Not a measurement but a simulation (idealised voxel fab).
The process module that follows is named voxel self aligned contacts.
Section shown: cut. Width: 185 nm. Cell size: 5 nm, square.
Cross-section = grid of square cells, listed top down in bands; band = one or more rows.
Band: top height; bottom height; in nm. Then, left to right: material with width in nm, for each material. "full width": a single material spanning edge to edge. "air": empty space.
Heights are reckoned from 0. Under this level, the received wafer is all of one material. The bottommost band is open-ended downward, for example "top 0, no bottom".
Note: "30->40" means the width goes from the first number (top row of the band) to the second number (bottom row) in equal steps per row of cells.
Key: "remained the same" - step with no changed cell in the cross-section.
Closed empty spaces (no open way to the top) of 8 cells or more are what "Sealed internal voids" lists, each as width x height at distance from the left edge, nm for all three.
If you see something after the settings on a step's line, that's the simulator's own remark about that step.
overlay nm: on a step with a mask, how far right of its planned place the mask lay; negative means left.
Below is the list of planned process steps:
1. RECEIVE: material Si
2. CONFORMAL_DEP: material SiO2, thk nm 5
3. DIRECTIONAL_DEP: material polySi, thk nm 20
4. DIRECTIONAL_DEP: material SiN, thk nm 15
5. DIRECTIONAL_DEP: material aC, thk nm 10
6. PATTERN: tone cover, mask id GATE, material resist, width nm 30, pitch nm 65, thk nm 30, overlay nm 0
7. DIRECTIONAL_ETCH: etch materials aC, depth nm 10
8. STRIP: etch materials resist
9. DIRECTIONAL_ETCH: etch materials SiN, depth nm 15
10. DIRECTIONAL_ETCH: etch materials polySi, depth nm 20
11. STRIP: etch materials aC
12. CONFORMAL_DEP: material SiN, thk nm 5
13. DIRECTIONAL_ETCH: etch materials SiN, depth nm 5
14. FILL_DEP: material SiO2, thk nm 15
15. CMP: height nm 45
16. DIRECTIONAL_DEP: material aC, thk nm 15
17. PATTERN: tone open, mask id CONTACT, material resist, width nm 45, thk nm 30, overlay nm 0
18. DIRECTIONAL_ETCH: etch materials aC, depth nm 15
19. STRIP: etch materials resist
20. DIRECTIONAL_ETCH: etch materials SiO2, depth nm 45
21. STRIP: etch materials aC
22. CONFORMAL_DEP: material TiN, thk nm 5
23. FILL_DEP: material W, thk nm 10
24. CMP: height nm 45
25. CONFORMAL_DEP: material SiCN, thk nm 5
As-received wafer cross-section (after step 1):
top 0, no bottom | Si full width
Sealed internal voids: none
First wafer of two, sectioned at end of module; run went per plan:
top 50, bottom 45 | SiCN full width
top 45, bottom 40 | 70 of SiO2, then 15 of TiN, then 15 of W, then 15 of TiN, then 70 of SiO2
top 40, bottom 25 | 40 of SiO2, then 40 of SiN, then 5 of TiN, then 15 of W, then 5 of TiN, then 40 of SiN, then 40 of SiO2
top 25, bottom 5 | 40 of SiO2, then 5 of SiN, then 30 of polySi, then 5 of SiN, then 5 of TiN, then 15 of W, then 5 of TiN, then 5 of SiN, then 30 of polySi, then 5 of SiN, then 40 of SiO2
top 5, bottom 0 | 80 of SiO2, then 25 of TiN, then 80 of SiO2
top 0, no bottom | Si full width
Sealed internal voids: none
Second wafer at the end: like start, like plan, one mistake:
top 50, bottom 45 | SiCN full width
top 45, bottom 40 | 70 of SiO2, then 15 of TiN, then 15 of W, then 15 of TiN, then 70 of SiO2
top 40, bottom 25 | 40 of SiO2, then 40 of SiN, then 5 of TiN, then 15 of W, then 5 of TiN, then 40 of SiN, then 40 of SiO2
top 25, bottom 20 | 80 of SiO2, then 25 of TiN, then 80 of SiO2
top 20, bottom 0 | polySi full width
top 0, no bottom | Si full width
Sealed internal voids: none
Error vs. plan: steps 2 and 3 of the plan were run in the wrong order, each in the other's place
At the finish, the second wafer shows more or fewer cells for some materials than the first does: SiN: 16 fewer; SiO2: 64 fewer; TiN: 8 fewer; W: 12 fewer; polySi: 100 more
